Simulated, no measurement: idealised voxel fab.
voxel ribs on slabs: a process module
Square cell edge 5 nm, section width 140 nm, ID cut.
Notation: cross-section as square-cell grid; stated in bands, top first, going down; one or more cell rows per band.
Band entry format. Leading values: height of top, height of bottom, nm. Remainder: materials in left-to-right order, each with its width in nm. Special words: "all across" on a single material, which then fills the band edge to edge; "blank", empty space.
Height reference: 0 = level under which incoming wafer is all one material. Lowest band: no bottom, runs on downward, e.g. "0..down".
A width given as "30..40" starts at the first number in the band's top row and ends at the second number in its bottom row, shifting by an equal amount at every step from row to row.
"nothing different" (step): cross-section cells unchanged, all of them.
What "Closed void table" gives you is every empty space of 8 cells or more that is cut off from the top. Each appears as width x height at distance, with the distance taken from the left edge and width, height and distance all in nm.
On a step's line, text after the settings is the simulator commenting on that step.
What "overlay nm" on a step's line means: if the step has a mask, that mask lay this far to the right of its planned place, or, when the value is negative, to the left.

plan
1: RECEIVE: material Si
2: DIRECTIONAL_DEP: material SiO2, thk nm 25
3: DIRECTIONAL_DEP: material polySi, thk nm 25
4: MASKED_ETCH: tone cover, mask id RIB, width nm 25, etch materials polySi, depth nm 20, overlay nm -15
5: MASKED_ETCH: tone cover, mask id SLAB, width nm 85, etch materials polySi, depth nm 5, overlay nm 0
6: FILL_DEP: material SiO2, thk nm 15
7: CMP: height nm 60
8: DIRECTIONAL_DEP: material TiN, thk nm 10
9: MASKED_ETCH: tone cover, mask id HEATER, width nm 35, etch materials TiN, depth nm 10, overlay nm 0
10: CONFORMAL_DEP: material SiO2, thk nm 5
The plan's step 4 overlay nm is the first wafer's value; the wafers differ in this setting and start identical.

Cross-section of the first incoming wafer of several, state after step 1
> 0..down = Si all across
> Closed void table: none

Cross-section, first of several wafers, end of module, after last step 10
> 75..70 = 45 nm blank  45 nm SiO2  50 nm blank
> 70..65 = 45 nm blank  5 nm SiO2  35 nm TiN  5 nm SiO2  50 nm blank
> 65..60 = 50 nm SiO2  35 nm TiN  55 nm SiO2
> 60..50 = SiO2 all across
> 50..30 = 40 nm SiO2  25 nm polySi  75 nm SiO2
> 30..25 = 25 nm SiO2  85 nm polySi  30 nm SiO2
> 25..0 = SiO2 all across
> 0..down = Si all across
> Closed void table: none

The module's end: a cross-section of the last wafer
> 75..70 = 45 nm blank  45 nm SiO2  50 nm blank
> 70..65 = 45 nm blank  5 nm SiO2  35 nm TiN  5 nm SiO2  50 nm blank
> 65..60 = 50 nm SiO2  35 nm TiN  55 nm SiO2
> 60..50 = SiO2 all across
> 50..30 = 70 nm SiO2  25 nm polySi  45 nm SiO2
> 30..25 = 25 nm SiO2  85 nm polySi  30 nm SiO2
> 25..0 = SiO2 all across
> 0..down = Si all across
> Closed void table: none

Below is a per-wafer table. In it, each row describes the wafer at the end of the module by giving, for each material, the number of cells gained (+) or lost (-) since the wafer was received, and after that the closed voids of the wafer
overlay nm -15; +331 SiO2; +14 TiN; +37 polySi; Closed void table: none
overlay nm -10; +331 SiO2; +14 TiN; +37 polySi; Closed void table: none
overlay nm -5; +331 SiO2; +14 TiN; +37 polySi; Closed void table: none
overlay nm 0; +331 SiO2; +14 TiN; +37 polySi; Closed void table: none
overlay nm 5; +331 SiO2; +14 TiN; +37 polySi; Closed void table: none
overlay nm 10; +331 SiO2; +14 TiN; +37 polySi; Closed void table: none
overlay nm 15; +331 SiO2; +14 TiN; +37 polySi; Closed void table: none
